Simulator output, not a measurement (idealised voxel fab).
The following process module bears the name voxel self aligned contacts.
Square cell edge 5 nm, section width 290 nm, ID cut.
Throughout this document, each cross-section is represented as a grid of square cells and is presented as a sequence of bands enumerated from the top downward, where a band comprises one or more rows of cells. Read a band's entry like this: the first values are the height of its top and the height of its bottom in nm, and what follows is the sequence of materials from left to right, each with its width in nm. Note that "blank" is empty space, and that a single material marked "throughout" reaches across the band from edge to edge. Heights are measured from 0, the level below which the as-received wafer is all one material; the lowest band has no bottom and continues downward, written as in "0 nm and below". Think of "30->40" as a width that walks from the first number to the second as you go down the band, top row to bottom row, taking equal-sized steps from row to row. A step reported as "no change occurred" is a step in which no cell of the cross-section changed. In the "Enclosed void catalog" entry, you get each enclosed empty space of 8 cells or more, one with no open way to the top, written width x height at distance, distance from the left edge, in nm. The remark found on a step's line after its settings is issued by the simulator itself and pertains to that step. overlay nm: on a step with a mask, how far right of its planned place the mask lay; negative means left.

Process steps (planned):
1 RECEIVE | material Si
2 OXIDIZE | depth nm 5
3 DIRECTIONAL_DEP | material polySi | thk nm 20
4 DIRECTIONAL_DEP | material SiN | thk nm 20
5 DIRECTIONAL_DEP | material aC | thk nm 15
6 PATTERN | tone cover | mask id GATE | material resist | width nm 20 | pitch nm 70 | thk nm 30 | overlay nm 0
7 DIRECTIONAL_ETCH | etch materials aC | depth nm 15
8 STRIP | etch materials resist
9 DIRECTIONAL_ETCH | etch materials SiN | depth nm 20
10 DIRECTIONAL_ETCH | etch materials polySi | depth nm 20
11 STRIP | etch materials aC
12 CONFORMAL_DEP | material SiN | thk nm 10
13 DIRECTIONAL_ETCH | etch materials SiN | depth nm 10
14 FILL_DEP | material SiO2 | thk nm 20
15 CMP | height nm 50
16 DIRECTIONAL_DEP | material aC | thk nm 15
17 PATTERN | tone open | mask id CONTACT | material resist | width nm 50 | thk nm 30 | overlay nm 0
18 DIRECTIONAL_ETCH | etch materials aC | depth nm 15
19 STRIP | etch materials resist
20 DIRECTIONAL_ETCH | etch materials SiO2 | depth nm 55
21 STRIP | etch materials aC
22 CONFORMAL_DEP | material TiN | thk nm 5
23 FILL_DEP | material Ru | thk nm 10
24 CMP | height nm 50
25 CONFORMAL_DEP | material SiN | thk nm 5
Where the wafers of this document differ is in the width nm of step 6; they start out the same, and the plan states the value that applied to the first wafer.

The as-received cross-section of the first of several wafers corresponds to the state after step 1:
    0 nm and below = Si throughout
    Enclosed void catalog: none

First wafer of several, cross-section, module end, after step 25 (last):
    55 nm to 50 nm = SiN throughout
    50 nm to 40 nm = 120 of SiO2, 5->15 of TiN, 40->20 of Ru, 5->15 of TiN, 120 of SiO2
    40 nm to 20 nm = 90 of SiO2, 40 of SiN, 5 of TiN, 20 of Ru, 5 of TiN, 40 of SiN, 90 of SiO2
    20 nm to 0 nm = 90 of SiO2, 10 of SiN, 20 of polySi, 10 of SiN, 5 of TiN, 20 of Ru, 5 of TiN, 10 of SiN, 20 of polySi, 10 of SiN, 90 of SiO2
    0 nm to -5 nm = 130 of SiO2, 30 of TiN, 130 of SiO2
    -5 nm and below = Si throughout
    Enclosed void catalog: none

A cross-section through the last wafer at the close of the module:
    55 nm to 50 nm = SiN throughout
    50 nm to 45 nm = 120 of SiO2, 5 of TiN, 40 of Ru, 5 of TiN, 120 of SiO2
    45 nm to 40 nm = 120 of SiO2, 50 of TiN, 120 of SiO2
    40 nm to 20 nm = 80 of SiO2, 65 of SiN, 5 of TiN, 65 of SiN, 75 of SiO2
    20 nm to 0 nm = 80 of SiO2, 10 of SiN, 45 of polySi, 10 of SiN, 5 of TiN, 10 of SiN, 45 of polySi, 10 of SiN, 75 of SiO2
    0 nm to -5 nm = 145 of SiO2, 5 of TiN, 140 of SiO2
    -5 nm and below = Si throughout
    Enclosed void catalog: none

The following table contains a row per wafer, in which are reported, at the conclusion of the module, the cells of each material gained (+) or lost (-) since the wafer's receipt, with its closed voids given thereafter:
width nm 20 | +44 Ru | -58 Si | +154 SiN | +436 SiO2 | +30 TiN | +32 polySi | Enclosed void catalog: none
width nm 25 | +35 Ru | -58 Si | +162 SiN | +429 SiO2 | +30 TiN | +40 polySi | Enclosed void catalog: none
width nm 30 | +26 Ru | -58 Si | +170 SiN | +422 SiO2 | +30 TiN | +48 polySi | Enclosed void catalog: none
width nm 35 | +17 Ru | -58 Si | +178 SiN | +415 SiO2 | +30 TiN | +56 polySi | Enclosed void catalog: none
width nm 40 | +8 Ru | -58 Si | +186 SiN | +408 SiO2 | +30 TiN | +64 polySi | Enclosed void catalog: none
width nm 45 | +8 Ru | -58 Si | +194 SiN | +401 SiO2 | +21 TiN | +72 polySi | Enclosed void catalog: none
